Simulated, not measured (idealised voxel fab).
process module | voxel transistor to metal
cross-section cut | 155 nm wide | cells 5 nm
A cross-section is a grid of square cells, given in bands from the top down. A band is one or more rows of cells.
Each band's line starts with the height of the band's top and of its bottom, in nm. Then come its materials from left to right, each with its width in nm. One material with "throughout" fills the band from edge to edge. "air" is empty space.
Height 0 is the level under which the wafer as received is all one material. The lowest band goes on downwards, as in "0 down".
A width such as "30 to 40" changes by the same amount from each row of cells to the next, from the band's top row to its bottom row.
"no change" after a step means that no cell of the cross-section changed.
closed voids: empty space of 8 cells or more with no open way to the top, each as width x height at its distance from the left edge, in nm
after a step's settings: what the simulator itself notes on the step
overlay nm, on a step with a mask: how far to the right of its planned place the mask lay; to the left if negative
plan
1 op RECEIVE | material Si
2 op CONFORMAL_DEP | material SiO2 | thk nm 5
3 op CONFORMAL_DEP | material SiN | thk nm 15
4 op MASKED_ETCH | tone cover | mask id ACTIVE | width nm 95 | etch materials SiN | depth nm 15 | overlay nm 0
5 op MASKED_ETCH | tone cover | mask id ACTIVE | width nm 95 | etch materials SiO2 | depth nm 5 | overlay nm 0
6 op MASKED_ETCH | tone cover | mask id ACTIVE | width nm 95 | etch materials Si | depth nm 25 | overlay nm 0
7 op FILL_DEP | material SiO2 | thk nm 5
8 op CMP | height nm 20
9 op SELECTIVE_ETCH | etch materials SiO2 | depth nm 15
10 op STRIP | etch materials SiN
11 op SELECTIVE_ETCH | etch materials SiO2 | depth nm 5
12 op OXIDIZE | depth nm 5
13 op DIRECTIONAL_DEP | material polySi | thk nm 20
14 op DIRECTIONAL_DEP | material SiCN | thk nm 10
15 op DIRECTIONAL_DEP | material aC | thk nm 10
16 op PATTERN | tone cover | mask id GATE | material resist | width nm 25 | thk nm 25 | overlay nm 0
17 op DIRECTIONAL_ETCH | etch materials aC | depth nm 10
18 op STRIP | etch materials resist
19 op DIRECTIONAL_ETCH | etch materials SiCN | depth nm 20
20 op DIRECTIONAL_ETCH | etch materials polySi | depth nm 30
21 op STRIP | etch materials aC
22 op CONFORMAL_DEP | material SiO2 | thk nm 5
23 op DIRECTIONAL_ETCH | etch materials SiO2 | depth nm 5
24 op CONFORMAL_DEP | material SiN | thk nm 5
25 op DIRECTIONAL_ETCH | etch materials SiN | depth nm 5
26 op DIRECTIONAL_ETCH | etch materials SiO2 | depth nm 5
27 op EPI | material pSi | thk nm 5
28 op FILL_DEP | material SiO2 | thk nm 10
29 op CMP | height nm 20
30 op STRIP | etch materials polySi
31 op SELECTIVE_ETCH | etch materials SiO2 | depth nm 5
32 op CONFORMAL_DEP | material HfO2 | thk nm 5
33 op CONFORMAL_DEP | material TiN | thk nm 5
34 op FILL_DEP | material W | thk nm 5
35 op CMP | height nm 15
36 op DIRECTIONAL_DEP | material SiO2 | thk nm 15
37 op MASKED_ETCH | tone open | mask id CONTACT | width nm 15 | pitch nm 70 | etch materials SiO2 | depth nm 30 | overlay nm 0
38 op CONFORMAL_DEP | material TiN | thk nm 5
39 op FILL_DEP | material Ru | thk nm 5
40 op CMP | height nm 30
41 op DIRECTIONAL_DEP | material TiN | thk nm 5
42 op DIRECTIONAL_DEP | material W | thk nm 15
43 op PATTERN | tone cover | mask id METAL_1 | material resist | width nm 15 | pitch nm 70 | thk nm 15 | overlay nm 0
44 op DIRECTIONAL_ETCH | etch materials W | depth nm 15
45 op DIRECTIONAL_ETCH | etch materials TiN | depth nm 5
46 op STRIP | etch materials resist
47 op CONFORMAL_DEP | material SiCN | thk nm 5
48 op FILL_DEP | material SiO2 | thk nm 5
49 op CMP | height nm 50
50 op CONFORMAL_DEP | material SiCN | thk nm 5
51 op DIRECTIONAL_DEP | material SiO2 | thk nm 35
52 op PATTERN | tone open | mask id METAL_2 | material resist | width nm 15 | pitch nm 70 | thk nm 20 | overlay nm 0
53 op DIRECTIONAL_ETCH | etch materials SiO2 | depth nm 20
54 op STRIP | etch materials resist
55 op PATTERN | tone open | mask id METAL_2_HOLES | material resist | width nm 15 | pitch nm 70 | thk nm 15 | overlay nm 0
56 op DIRECTIONAL_ETCH | etch materials SiO2 | depth nm 15
57 op DIRECTIONAL_ETCH | etch materials SiCN | depth nm 5
58 op STRIP | etch materials resist
59 op CONFORMAL_DEP | material TiN | thk nm 5
60 op FILL_DEP | material Ru | thk nm 5
61 op CMP | height nm 90
62 op CONFORMAL_DEP | material SiCN | thk nm 5
first wafer, as planned
as received, after step 1
  0 down: Si throughout
  closed voids: none
after step 2
  5 to 0: SiO2 throughout
  below 0: unchanged
after step 3
  20 to 5: SiN throughout
  below 5: unchanged
after step 4
  20 to 5: air 30 | SiN 95 | air 30
  below 5: unchanged
after step 5
  20 to 5: air 30 | SiN 95 | air 30
  5 to 0: air 30 | SiO2 95 | air 30
  below 0: unchanged
after step 6
  20 to 5: air 30 | SiN 95 | air 30
  5 to 0: air 30 | SiO2 95 | air 30
  0 to -25: air 30 | Si 95 | air 30
  below -25: unchanged
after step 7
  25 to 20: SiO2 throughout
  20 to 5: SiO2 30 | SiN 95 | SiO2 30
  5 to 0: SiO2 throughout
  0 to -25: SiO2 30 | Si 95 | SiO2 30
  below -25: unchanged
after step 8
  20 to 5: SiO2 30 | SiN 95 | SiO2 30
  below 5: unchanged
after step 9
  20 to 5: air 30 | SiN 95 | air 30
  below 5: unchanged
after step 10
  5 to 0: SiO2 throughout
  below 0: unchanged
after step 11
  0 to -25: SiO2 30 | Si 95 | SiO2 30
  below -25: unchanged
after step 12
  0 to -5: SiO2 throughout
  below -5: unchanged
after step 13
  20 to 0: polySi throughout
  below 0: unchanged
after step 14
  30 to 20: SiCN throughout
  below 20: unchanged
after step 15
  40 to 30: aC throughout
  below 30: unchanged
after step 16
  65 to 40: air 65 | resist 25 | air 65
  below 40: unchanged
after step 17
  55 to 40: air 65 | resist 25 | air 65
  40 to 30: air 65 | aC 25 | air 65
  below 30: unchanged
after step 18
  40 to 30: air 65 | aC 25 | air 65
  below 30: unchanged
after step 19
  40 to 30: air 65 | aC 25 | air 65
  30 to 20: air 65 | SiCN 25 | air 65
  below 20: unchanged
after step 20
  40 to 30: air 65 | aC 25 | air 65
  30 to 20: air 65 | SiCN 25 | air 65
  20 to 0: air 65 | polySi 25 | air 65
  below 0: unchanged
after step 21
  30 to 20: air 65 | SiCN 25 | air 65
  below 20: unchanged
after step 22
  35 to 30: air 60 | SiO2 35 | air 60
  30 to 20: air 60 | SiO2 5 | SiCN 25 | SiO2 5 | air 60
  20 to 5: air 60 | SiO2 5 | polySi 25 | SiO2 5 | air 60
  5 to 0: SiO2 65 | polySi 25 | SiO2 65
  below 0: unchanged
after step 23
  30 to 20: air 60 | SiO2 5 | SiCN 25 | SiO2 5 | air 60
  20 to 0: air 60 | SiO2 5 | polySi 25 | SiO2 5 | air 60
  below 0: unchanged
after step 24
  35 to 30: air 55 | SiN 45 | air 55
  30 to 20: air 55 | SiN 5 | SiO2 5 | SiCN 25 | SiO2 5 | SiN 5 | air 55
  20 to 5: air 55 | SiN 5 | SiO2 5 | polySi 25 | SiO2 5 | SiN 5 | air 55
  5 to 0: SiN 60 | SiO2 5 | polySi 25 | SiO2 5 | SiN 60
  below 0: unchanged
after step 25
  30 to 20: air 55 | SiN 5 | SiO2 5 | SiCN 25 | SiO2 5 | SiN 5 | air 55
  20 to 0: air 55 | SiN 5 | SiO2 5 | polySi 25 | SiO2 5 | SiN 5 | air 55
  below 0: unchanged
after step 26
  30 to 25: air 55 | SiN 5 | air 5 | SiCN 25 | air 5 | SiN 5 | air 55
  25 to 20: air 55 | SiN 5 | SiO2 5 | SiCN 25 | SiO2 5 | SiN 5 | air 55
  20 to 0: air 55 | SiN 5 | SiO2 5 | polySi 25 | SiO2 5 | SiN 5 | air 55
  0 to -5: air 55 | SiO2 45 | air 55
  below -5: unchanged
after step 27
  30 to 25: air 55 | SiN 5 | air 5 | SiCN 25 | air 5 | SiN 5 | air 55
  25 to 20: air 55 | SiN 5 | SiO2 5 | SiCN 25 | SiO2 5 | SiN 5 | air 55
  20 to 0: air 55 | SiN 5 | SiO2 5 | polySi 25 | SiO2 5 | SiN 5 | air 55
  0 to -5: air 25 | pSi 30 | SiO2 45 | pSi 30 | air 25
  below -5: unchanged
after step 28
  40 to 30: SiO2 throughout
  30 to 20: SiO2 55 | SiN 5 | SiO2 5 | SiCN 25 | SiO2 5 | SiN 5 | SiO2 55
  20 to 0: SiO2 55 | SiN 5 | SiO2 5 | polySi 25 | SiO2 5 | SiN 5 | SiO2 55
  0 to -5: SiO2 25 | pSi 30 | SiO2 45 | pSi 30 | SiO2 25
  below -5: unchanged
after step 29
  20 to 0: SiO2 55 | SiN 5 | SiO2 5 | polySi 25 | SiO2 5 | SiN 5 | SiO2 55
  below 0: unchanged
after step 30
  20 to 0: SiO2 55 | SiN 5 | SiO2 5 | air 25 | SiO2 5 | SiN 5 | SiO2 55
  below 0: unchanged
after step 31
  20 to 15: air 55 | SiN 5 | air 35 | SiN 5 | air 55
  15 to 0: SiO2 55 | SiN 5 | air 35 | SiN 5 | SiO2 55
  0 to -5: SiO2 25 | pSi 30 | SiO2 5 | air 35 | SiO2 5 | pSi 30 | SiO2 25
  below -5: unchanged
after step 32
  25 to 20: air 50 | HfO2 15 | air 25 | HfO2 15 | air 50
  20 to 15: HfO2 55 | SiN 5 | HfO2 5 | air 25 | HfO2 5 | SiN 5 | HfO2 55
  15 to 0: SiO2 55 | SiN 5 | HfO2 5 | air 25 | HfO2 5 | SiN 5 | SiO2 55
  0 to -5: SiO2 25 | pSi 30 | SiO2 5 | HfO2 35 | SiO2 5 | pSi 30 | SiO2 25
  below -5: unchanged
after step 33
  30 to 25: air 45 | TiN 25 | air 15 | TiN 25 | air 45
  25 to 20: TiN 50 | HfO2 15 | TiN 5 | air 15 | TiN 5 | HfO2 15 | TiN 50
  20 to 15: HfO2 55 | SiN 5 | HfO2 5 | TiN 5 | air 15 | TiN 5 | HfO2 5 | SiN 5 | HfO2 55
  15 to 5: SiO2 55 | SiN 5 | HfO2 5 | TiN 5 | air 15 | TiN 5 | HfO2 5 | SiN 5 | SiO2 55
  5 to 0: SiO2 55 | SiN 5 | HfO2 5 | TiN 25 | HfO2 5 | SiN 5 | SiO2 55
  below 0: unchanged
after step 34
  35 to 30: W throughout
  30 to 25: W 45 | TiN 25 | W 15 | TiN 25 | W 45
  25 to 20: TiN 50 | HfO2 15 | TiN 5 | W 15 | TiN 5 | HfO2 15 | TiN 50
  20 to 15: HfO2 55 | SiN 5 | HfO2 5 | TiN 5 | W 15 | TiN 5 | HfO2 5 | SiN 5 | HfO2 55
  15 to 5: SiO2 55 | SiN 5 | HfO2 5 | TiN 5 | W 15 | TiN 5 | HfO2 5 | SiN 5 | SiO2 55
  below 5: unchanged
after step 35
  15 to 5: SiO2 55 | SiN 5 | HfO2 5 | TiN 5 | W 15 | TiN 5 | HfO2 5 | SiN 5 | SiO2 55
  below 5: unchanged
after step 36
  30 to 15: SiO2 throughout
  below 15: unchanged
after step 37
  30 to 15: SiO2 35 | air 15 | SiO2 55 | air 15 | SiO2 35
  15 to 5: SiO2 35 | air 15 | SiO2 5 | SiN 5 | HfO2 5 | TiN 5 | W 15 | TiN 5 | HfO2 5 | SiN 5 | SiO2 5 | air 15 | SiO2 35
  5 to 0: SiO2 35 | air 15 | SiO2 5 | SiN 5 | HfO2 5 | TiN 25 | HfO2 5 | SiN 5 | SiO2 5 | air 15 | SiO2 35
  below 0: unchanged
after step 38
  35 to 30: TiN 40 | air 5 | TiN 65 | air 5 | TiN 40
  30 to 15: SiO2 35 | TiN 5 | air 5 | TiN 5 | SiO2 55 | TiN 5 | air 5 | TiN 5 | SiO2 35
  15 to 5: SiO2 35 | TiN 5 | air 5 | TiN 5 | SiO2 5 | SiN 5 | HfO2 5 | TiN 5 | W 15 | TiN 5 | HfO2 5 | SiN 5 | SiO2 5 | TiN 5 | air 5 | TiN 5 | SiO2 35
  5 to 0: SiO2 35 | TiN 15 | SiO2 5 | SiN 5 | HfO2 5 | TiN 25 | HfO2 5 | SiN 5 | SiO2 5 | TiN 15 | SiO2 35
  below 0: unchanged
after step 39
  40 to 35: Ru throughout
  35 to 30: TiN 40 | Ru 5 | TiN 65 | Ru 5 | TiN 40
  30 to 15: SiO2 35 | TiN 5 | Ru 5 | TiN 5 | SiO2 55 | TiN 5 | Ru 5 | TiN 5 | SiO2 35
  15 to 5: SiO2 35 | TiN 5 | Ru 5 | TiN 5 | SiO2 5 | SiN 5 | HfO2 5 | TiN 5 | W 15 | TiN 5 | HfO2 5 | SiN 5 | SiO2 5 | TiN 5 | Ru 5 | TiN 5 | SiO2 35
  below 5: unchanged
after step 40
  30 to 15: SiO2 35 | TiN 5 | Ru 5 | TiN 5 | SiO2 55 | TiN 5 | Ru 5 | TiN 5 | SiO2 35
  below 15: unchanged
after step 41
  35 to 30: TiN throughout
  below 30: unchanged
after step 42
  50 to 35: W throughout
  below 35: unchanged
after step 43
  65 to 50: air 35 | resist 15 | air 55 | resist 15 | air 35
  below 50: unchanged
after step 44
  65 to 50: air 35 | resist 15 | air 55 | resist 15 | air 35
  50 to 35: air 35 | W 15 | air 55 | W 15 | air 35
  below 35: unchanged
after step 45
  65 to 50: air 35 | resist 15 | air 55 | resist 15 | air 35
  50 to 35: air 35 | W 15 | air 55 | W 15 | air 35
  35 to 30: air 35 | TiN 15 | air 55 | TiN 15 | air 35
  below 30: unchanged
after step 46
  50 to 35: air 35 | W 15 | air 55 | W 15 | air 35
  below 35: unchanged
after step 47
  55 to 50: air 30 | SiCN 25 | air 45 | SiCN 25 | air 30
  50 to 35: air 30 | SiCN 5 | W 15 | SiCN 5 | air 45 | SiCN 5 | W 15 | SiCN 5 | air 30
  35 to 30: SiCN 35 | TiN 15 | SiCN 55 | TiN 15 | SiCN 35
  below 30: unchanged
after step 48
  60 to 55: SiO2 throughout
  55 to 50: SiO2 30 | SiCN 25 | SiO2 45 | SiCN 25 | SiO2 30
  50 to 35: SiO2 30 | SiCN 5 | W 15 | SiCN 5 | SiO2 45 | SiCN 5 | W 15 | SiCN 5 | SiO2 30
  below 35: unchanged
after step 49
  50 to 35: SiO2 30 | SiCN 5 | W 15 | SiCN 5 | SiO2 45 | SiCN 5 | W 15 | SiCN 5 | SiO2 30
  below 35: unchanged
after step 50
  55 to 50: SiCN throughout
  below 50: unchanged
after step 51
  90 to 55: SiO2 throughout
  below 55: unchanged
after step 52
  110 to 90: resist 35 | air 15 | resist 55 | air 15 | resist 35
  below 90: unchanged
after step 53
  110 to 90: resist 35 | air 15 | resist 55 | air 15 | resist 35
  90 to 70: SiO2 35 | air 15 | SiO2 55 | air 15 | SiO2 35
  below 70: unchanged
after step 54
  90 to 70: SiO2 35 | air 15 | SiO2 55 | air 15 | SiO2 35
  below 70: unchanged
after step 55
  105 to 90: resist 35 | air 15 | resist 55 | air 15 | resist 35
  below 90: unchanged
after step 56
  105 to 90: resist 35 | air 15 | resist 55 | air 15 | resist 35
  90 to 55: SiO2 35 | air 15 | SiO2 55 | air 15 | SiO2 35
  below 55: unchanged
after step 57
  105 to 90: resist 35 | air 15 | resist 55 | air 15 | resist 35
  90 to 55: SiO2 35 | air 15 | SiO2 55 | air 15 | SiO2 35
  55 to 50: SiCN 35 | air 15 | SiCN 55 | air 15 | SiCN 35
  below 50: unchanged
after step 58
  90 to 55: SiO2 35 | air 15 | SiO2 55 | air 15 | SiO2 35
  below 55: unchanged
after step 59
  95 to 90: TiN 40 | air 5 | TiN 65 | air 5 | TiN 40
  90 to 55: SiO2 35 | TiN 5 | air 5 | TiN 5 | SiO2 55 | TiN 5 | air 5 | TiN 5 | SiO2 35
  55 to 50: SiCN 35 | TiN 15 | SiCN 55 | TiN 15 | SiCN 35
  below 50: unchanged
after step 60
  100 to 95: Ru throughout
  95 to 90: TiN 40 | Ru 5 | TiN 65 | Ru 5 | TiN 40
  90 to 55: SiO2 35 | TiN 5 | Ru 5 | TiN 5 | SiO2 55 | TiN 5 | Ru 5 | TiN 5 | SiO2 35
  below 55: unchanged
after step 61
  90 to 55: SiO2 35 | TiN 5 | Ru 5 | TiN 5 | SiO2 55 | TiN 5 | Ru 5 | TiN 5 | SiO2 35
  below 55: unchanged
after step 62
  95 to 90: SiCN throughout
  below 90: unchanged
second wafer: like start, like plan, one mistake. Through step 1 it matches the first wafer
when step 2 should have ended
  15 to 0: SiO2 throughout
  below 0: unchanged
when step 3 should have ended
  30 to 15: SiN throughout
  below 15: unchanged
when step 4 should have ended
  30 to 15: air 30 | SiN 95 | air 30
  below 15: unchanged
when step 5 should have ended
  30 to 15: air 30 | SiN 95 | air 30
  15 to 10: air 30 | SiO2 95 | air 30
  below 10: unchanged
when step 6 should have ended: no change
when step 7 should have ended
  35 to 30: SiO2 throughout
  30 to 15: SiO2 30 | SiN 95 | SiO2 30
  15 to 0: SiO2 throughout
  below 0: unchanged
when step 8 should have ended
  20 to 15: SiO2 30 | SiN 95 | SiO2 30
  below 15: unchanged
when step 9 should have ended
  20 to 15: air 30 | SiN 95 | air 30
  15 to 5: air 40 | SiO2 75 | air 40
  below 5: unchanged
when step 10 should have ended
  15 to 5: air 40 | SiO2 75 | air 40
  below 5: unchanged
when step 11 should have ended
  10 to 0: air 45 | SiO2 65 | air 45
  below 0: unchanged
when step 12 should have ended
  10 to 0: air 45 | SiO2 65 | air 45
  0 to -5: SiO2 50 | Si 55 | SiO2 50
  below -5: unchanged
when step 13 should have ended
  30 to 20: air 45 | polySi 65 | air 45
  20 to 10: polySi throughout
  10 to 0: polySi 45 | SiO2 65 | polySi 45
  below 0: unchanged
when step 14 should have ended
  40 to 30: air 45 | SiCN 65 | air 45
  30 to 20: SiCN 45 | polySi 65 | SiCN 45
  below 20: unchanged
when step 15 should have ended
  50 to 40: air 45 | aC 65 | air 45
  40 to 30: aC 45 | SiCN 65 | aC 45
  below 30: unchanged
when step 16 should have ended
  75 to 50: air 65 | resist 25 | air 65
  below 50: unchanged
when step 17 should have ended
  65 to 50: air 65 | resist 25 | air 65
  50 to 40: air 65 | aC 25 | air 65
  40 to 30: air 45 | SiCN 65 | air 45
  below 30: unchanged
when step 18 should have ended
  50 to 40: air 65 | aC 25 | air 65
  below 40: unchanged
when step 19 should have ended
  50 to 40: air 65 | aC 25 | air 65
  40 to 30: air 65 | SiCN 25 | air 65
  30 to 20: air 45 | polySi 65 | air 45
  below 20: unchanged
when step 20 should have ended
  50 to 40: air 65 | aC 25 | air 65
  40 to 30: air 65 | SiCN 25 | air 65
  30 to 10: air 65 | polySi 25 | air 65
  10 to 0: air 45 | SiO2 65 | air 45
  below 0: unchanged
when step 21 should have ended
  40 to 30: air 65 | SiCN 25 | air 65
  below 30: unchanged
when step 22 should have ended
  45 to 40: air 60 | SiO2 35 | air 60
  40 to 30: air 60 | SiO2 5 | SiCN 25 | SiO2 5 | air 60
  30 to 15: air 60 | SiO2 5 | polySi 25 | SiO2 5 | air 60
  15 to 10: air 40 | SiO2 25 | polySi 25 | SiO2 25 | air 40
  10 to 5: air 40 | SiO2 75 | air 40
  5 to 0: SiO2 throughout
  below 0: unchanged
when step 23 should have ended
  40 to 30: air 60 | SiO2 5 | SiCN 25 | SiO2 5 | air 60
  30 to 10: air 60 | SiO2 5 | polySi 25 | SiO2 5 | air 60
  10 to 0: air 40 | SiO2 75 | air 40
  below 0: unchanged
when step 24 should have ended
  45 to 40: air 55 | SiN 45 | air 55
  40 to 30: air 55 | SiN 5 | SiO2 5 | SiCN 25 | SiO2 5 | SiN 5 | air 55
  30 to 15: air 55 | SiN 5 | SiO2 5 | polySi 25 | SiO2 5 | SiN 5 | air 55
  15 to 10: air 35 | SiN 25 | SiO2 5 | polySi 25 | SiO2 5 | SiN 25 | air 35
  10 to 5: air 35 | SiN 5 | SiO2 75 | SiN 5 | air 35
  5 to 0: SiN 40 | SiO2 75 | SiN 40
  below 0: unchanged
when step 25 should have ended
  40 to 30: air 55 | SiN 5 | SiO2 5 | SiCN 25 | SiO2 5 | SiN 5 | air 55
  30 to 10: air 55 | SiN 5 | SiO2 5 | polySi 25 | SiO2 5 | SiN 5 | air 55
  10 to 0: air 35 | SiN 5 | SiO2 75 | SiN 5 | air 35
  below 0: unchanged
when step 26 should have ended
  40 to 35: air 55 | SiN 5 | air 5 | SiCN 25 | air 5 | SiN 5 | air 55
  35 to 30: air 55 | SiN 5 | SiO2 5 | SiCN 25 | SiO2 5 | SiN 5 | air 55
  30 to 10: air 55 | SiN 5 | SiO2 5 | polySi 25 | SiO2 5 | SiN 5 | air 55
  10 to 5: air 35 | SiN 5 | air 15 | SiO2 45 | air 15 | SiN 5 | air 35
  5 to 0: air 35 | SiN 5 | SiO2 75 | SiN 5 | air 35
  0 to -5: air 35 | SiO2 15 | Si 55 | SiO2 15 | air 35
  below -5: unchanged
when step 27 should have ended
  40 to 35: air 55 | SiN 5 | air 5 | SiCN 25 | air 5 | SiN 5 | air 55
  35 to 30: air 55 | SiN 5 | SiO2 5 | SiCN 25 | SiO2 5 | SiN 5 | air 55
  30 to 10: air 55 | SiN 5 | SiO2 5 | polySi 25 | SiO2 5 | SiN 5 | air 55
  10 to 5: air 35 | SiN 5 | air 15 | SiO2 45 | air 15 | SiN 5 | air 35
  5 to 0: air 35 | SiN 5 | SiO2 75 | SiN 5 | air 35
  0 to -5: pSi 35 | SiO2 15 | Si 55 | SiO2 15 | pSi 35
  below -5: unchanged
when step 28 should have ended
  50 to 40: SiO2 throughout
  40 to 30: SiO2 55 | SiN 5 | SiO2 5 | SiCN 25 | SiO2 5 | SiN 5 | SiO2 55
  30 to 10: SiO2 55 | SiN 5 | SiO2 5 | polySi 25 | SiO2 5 | SiN 5 | SiO2 55
  10 to 0: SiO2 35 | SiN 5 | SiO2 75 | SiN 5 | SiO2 35
  below 0: unchanged
when step 29 should have ended
  20 to 10: SiO2 55 | SiN 5 | SiO2 5 | polySi 25 | SiO2 5 | SiN 5 | SiO2 55
  below 10: unchanged
when step 30 should have ended
  20 to 10: SiO2 55 | SiN 5 | SiO2 5 | air 25 | SiO2 5 | SiN 5 | SiO2 55
  below 10: unchanged
when step 31 should have ended
  20 to 15: air 55 | SiN 5 | air 35 | SiN 5 | air 55
  15 to 10: SiO2 55 | SiN 5 | air 35 | SiN 5 | SiO2 55
  10 to 5: SiO2 35 | SiN 5 | SiO2 20 | air 35 | SiO2 20 | SiN 5 | SiO2 35
  below 5: unchanged
when step 32 should have ended
  25 to 20: air 50 | HfO2 15 | air 25 | HfO2 15 | air 50
  20 to 15: HfO2 55 | SiN 5 | HfO2 5 | air 25 | HfO2 5 | SiN 5 | HfO2 55
  15 to 10: SiO2 55 | SiN 5 | HfO2 5 | air 25 | HfO2 5 | SiN 5 | SiO2 55
  10 to 5: SiO2 35 | SiN 5 | SiO2 20 | HfO2 35 | SiO2 20 | SiN 5 | SiO2 35
  below 5: unchanged
when step 33 should have ended
  30 to 25: air 45 | TiN 25 | air 15 | TiN 25 | air 45
  25 to 20: TiN 50 | HfO2 15 | TiN 5 | air 15 | TiN 5 | HfO2 15 | TiN 50
  20 to 15: HfO2 55 | SiN 5 | HfO2 5 | TiN 5 | air 15 | TiN 5 | HfO2 5 | SiN 5 | HfO2 55
  15 to 10: SiO2 55 | SiN 5 | HfO2 5 | TiN 25 | HfO2 5 | SiN 5 | SiO2 55
  below 10: unchanged
when step 34 should have ended
  35 to 30: W throughout
  30 to 25: W 45 | TiN 25 | W 15 | TiN 25 | W 45
  25 to 20: TiN 50 | HfO2 15 | TiN 5 | W 15 | TiN 5 | HfO2 15 | TiN 50
  20 to 15: HfO2 55 | SiN 5 | HfO2 5 | TiN 5 | W 15 | TiN 5 | HfO2 5 | SiN 5 | HfO2 55
  below 15: unchanged
when step 35 should have ended
  15 to 10: SiO2 55 | SiN 5 | HfO2 5 | TiN 25 | HfO2 5 | SiN 5 | SiO2 55
  below 10: unchanged
when step 36 should have ended
  30 to 15: SiO2 throughout
  below 15: unchanged
when step 37 should have ended
  30 to 15: SiO2 35 | air 15 | SiO2 55 | air 15 | SiO2 35
  15 to 10: SiO2 35 | air 15 | SiO2 5 | SiN 5 | HfO2 5 | TiN 25 | HfO2 5 | SiN 5 | SiO2 5 | air 15 | SiO2 35
  10 to 5: SiO2 35 | SiN 5 | air 10 | SiO2 10 | HfO2 35 | SiO2 10 | air 10 | SiN 5 | SiO2 35
  5 to 0: SiO2 35 | SiN 5 | air 10 | SiO2 55 | air 10 | SiN 5 | SiO2 35
  below 0: unchanged
when step 38 should have ended
  35 to 30: TiN 40 | air 5 | TiN 65 | air 5 | TiN 40
  30 to 15: SiO2 35 | TiN 5 | air 5 | TiN 5 | SiO2 55 | TiN 5 | air 5 | TiN 5 | SiO2 35
  15 to 10: SiO2 35 | TiN 15 | SiO2 5 | SiN 5 | HfO2 5 | TiN 25 | HfO2 5 | SiN 5 | SiO2 5 | TiN 15 | SiO2 35
  10 to 5: SiO2 35 | SiN 5 | TiN 10 | SiO2 10 | HfO2 35 | SiO2 10 | TiN 10 | SiN 5 | SiO2 35
  5 to 0: SiO2 35 | SiN 5 | TiN 10 | SiO2 55 | TiN 10 | SiN 5 | SiO2 35
  below 0: unchanged
when step 39 should have ended
  40 to 35: Ru throughout
  35 to 30: TiN 40 | Ru 5 | TiN 65 | Ru 5 | TiN 40
  30 to 15: SiO2 35 | TiN 5 | Ru 5 | TiN 5 | SiO2 55 | TiN 5 | Ru 5 | TiN 5 | SiO2 35
  below 15: unchanged
when step 40 should have ended
  30 to 15: SiO2 35 | TiN 5 | Ru 5 | TiN 5 | SiO2 55 | TiN 5 | Ru 5 | TiN 5 | SiO2 35
  below 15: unchanged
when step 41 should have ended
  35 to 30: TiN throughout
  below 30: unchanged
when step 42 should have ended
  50 to 35: W throughout
  below 35: unchanged
when step 43 should have ended
  65 to 50: air 35 | resist 15 | air 55 | resist 15 | air 35
  below 50: unchanged
when step 44 should have ended
  65 to 50: air 35 | resist 15 | air 55 | resist 15 | air 35
  50 to 35: air 35 | W 15 | air 55 | W 15 | air 35
  below 35: unchanged
when step 45 should have ended
  65 to 50: air 35 | resist 15 | air 55 | resist 15 | air 35
  50 to 35: air 35 | W 15 | air 55 | W 15 | air 35
  35 to 30: air 35 | TiN 15 | air 55 | TiN 15 | air 35
  below 30: unchanged
when step 46 should have ended
  50 to 35: air 35 | W 15 | air 55 | W 15 | air 35
  below 35: unchanged
when step 47 should have ended
  55 to 50: air 30 | SiCN 25 | air 45 | SiCN 25 | air 30
  50 to 35: air 30 | SiCN 5 | W 15 | SiCN 5 | air 45 | SiCN 5 | W 15 | SiCN 5 | air 30
  35 to 30: SiCN 35 | TiN 15 | SiCN 55 | TiN 15 | SiCN 35
  below 30: unchanged
when step 48 should have ended
  60 to 55: SiO2 throughout
  55 to 50: SiO2 30 | SiCN 25 | SiO2 45 | SiCN 25 | SiO2 30
  50 to 35: SiO2 30 | SiCN 5 | W 15 | SiCN 5 | SiO2 45 | SiCN 5 | W 15 | SiCN 5 | SiO2 30
  below 35: unchanged
when step 49 should have ended
  50 to 35: SiO2 30 | SiCN 5 | W 15 | SiCN 5 | SiO2 45 | SiCN 5 | W 15 | SiCN 5 | SiO2 30
  below 35: unchanged
when step 50 should have ended
  55 to 50: SiCN throughout
  below 50: unchanged
when step 51 should have ended
  90 to 55: SiO2 throughout
  below 55: unchanged
when step 52 should have ended
  110 to 90: resist 35 | air 15 | resist 55 | air 15 | resist 35
  below 90: unchanged
when step 53 should have ended
  110 to 90: resist 35 | air 15 | resist 55 | air 15 | resist 35
  90 to 70: SiO2 35 | air 15 | SiO2 55 | air 15 | SiO2 35
  below 70: unchanged
when step 54 should have ended
  90 to 70: SiO2 35 | air 15 | SiO2 55 | air 15 | SiO2 35
  below 70: unchanged
when step 55 should have ended
  105 to 90: resist 35 | air 15 | resist 55 | air 15 | resist 35
  below 90: unchanged
when step 56 should have ended
  105 to 90: resist 35 | air 15 | resist 55 | air 15 | resist 35
  90 to 55: SiO2 35 | air 15 | SiO2 55 | air 15 | SiO2 35
  below 55: unchanged
when step 57 should have ended
  105 to 90: resist 35 | air 15 | resist 55 | air 15 | resist 35
  90 to 55: SiO2 35 | air 15 | SiO2 55 | air 15 | SiO2 35
  55 to 50: SiCN 35 | air 15 | SiCN 55 | air 15 | SiCN 35
  below 50: unchanged
when step 58 should have ended
  90 to 55: SiO2 35 | air 15 | SiO2 55 | air 15 | SiO2 35
  below 55: unchanged
when step 59 should have ended
  95 to 90: TiN 40 | air 5 | TiN 65 | air 5 | TiN 40
  90 to 55: SiO2 35 | TiN 5 | air 5 | TiN 5 | SiO2 55 | TiN 5 | air 5 | TiN 5 | SiO2 35
  55 to 50: SiCN 35 | TiN 15 | SiCN 55 | TiN 15 | SiCN 35
  below 50: unchanged
when step 60 should have ended
  100 to 95: Ru throughout
  95 to 90: TiN 40 | Ru 5 | TiN 65 | Ru 5 | TiN 40
  90 to 55: SiO2 35 | TiN 5 | Ru 5 | TiN 5 | SiO2 55 | TiN 5 | Ru 5 | TiN 5 | SiO2 35
  below 55: unchanged
when step 61 should have ended
  90 to 55: SiO2 35 | TiN 5 | Ru 5 | TiN 5 | SiO2 55 | TiN 5 | Ru 5 | TiN 5 | SiO2 35
  below 55: unchanged
when step 62 should have ended
  95 to 90: SiCN throughout
  below 90: unchanged
what went wrong: step 2 ran as: op CONFORMAL_DEP | material SiO2 | thk nm 15
at the end the second wafer has, in cells: 4 fewer of HfO2 | 4 fewer of Ru | 59 more of Si | 43 fewer of SiO2 | 4 fewer of TiN | 6 fewer of W | 2 more of pSi
